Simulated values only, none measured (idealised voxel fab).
Module name: voxel double patterning (process module)
FYI the section here is cut, 295 nm wide, cells are 5 nm squares.
Each cross-section below is a grid of square cells, stated as bands in top-down order, with one or more rows of cells making up each band. A band entry consists of two parts. The first gives the height of the band's top and the height of its bottom, in nm. The rest lists the band's materials from left to right, each with its width in nm. A single material labelled with the word "edge to edge" fills the band from edge to edge, and the word "blank" marks empty space. Note: height 0 marks the level under which the wafer is uniformly one material as received. Lowest band unbounded below, written "0 down". You'd read "30->40" like this: the band's top row of cells is as wide as the first number, its bottom row is as wide as the second, and going down, every row changes width by the same amount as the row before did. Step note "no alterations made" = no cross-section cell changed. Each empty space that has no open way to the top and spans at least 8 cells appears under "Enclosed void entries" as width x height at distance, the distance counted from the left edge, all in nm. It should be noted that, on the line of a given step, the content following the step's settings is a remark produced by the simulator itself with respect to that step. When a step includes a mask, the "overlay nm" setting on its line states how far to the right of its planned place that mask lay, and negative values state how far to the left.
### Intended process steps
- 1: RECEIVE: material Si
- 2: CONFORMAL_DEP: material SiO2, thk nm 5
- 3: DIRECTIONAL_DEP: material W, thk nm 10
- 4: DIRECTIONAL_DEP: material SiCN, thk nm 10
- 5: DIRECTIONAL_DEP: material aC, thk nm 15
- 6: PATTERN: tone open, mask id FIRST, material resist, width nm 15, pitch nm 50, thk nm 35, overlay nm 0
- 7: DIRECTIONAL_ETCH: etch materials aC, depth nm 15
- 8: STRIP: etch materials resist
- 9: DIRECTIONAL_ETCH: etch materials SiCN, depth nm 10
- 10: STRIP: etch materials aC
- 11: MASKED_ETCH: tone open, mask id SECOND, width nm 15, etch materials SiCN, depth nm 10, overlay nm 0
- 12: DIRECTIONAL_ETCH: etch materials W, depth nm 10
- 13: STRIP: etch materials SiCN
### Wafer as received: cross-section following step 1
	0 down | Si edge to edge
	Enclosed void entries: none
### Here's the cross-section of the first of our two wafers at the end of the module - it ran as planned
	15 to 5 | W 115  blank 15  W 10  blank 15  W 10  blank 15  W 115
	5 to 0 | SiO2 edge to edge
	0 down | Si edge to edge
	Enclosed void entries: none
### Here is the second of the two wafers cut open at the end of the module - same start, same plan as the first one, but we made one mistake running it
	25 to 15 | W 115  blank 15  W 10  blank 15  W 10  blank 15  W 115
	15 to 0 | SiO2 edge to edge
	0 down | Si edge to edge
	Enclosed void entries: none
Which mistake was made when the wafer was run? so step 2 ended up running with a different setting than we planned, it ran as CONFORMAL_DEP: material SiO2, thk nm 15
Wrapping up, a cell-based count of both wafers puts the second over or under the first for these materials: SiO2 +118
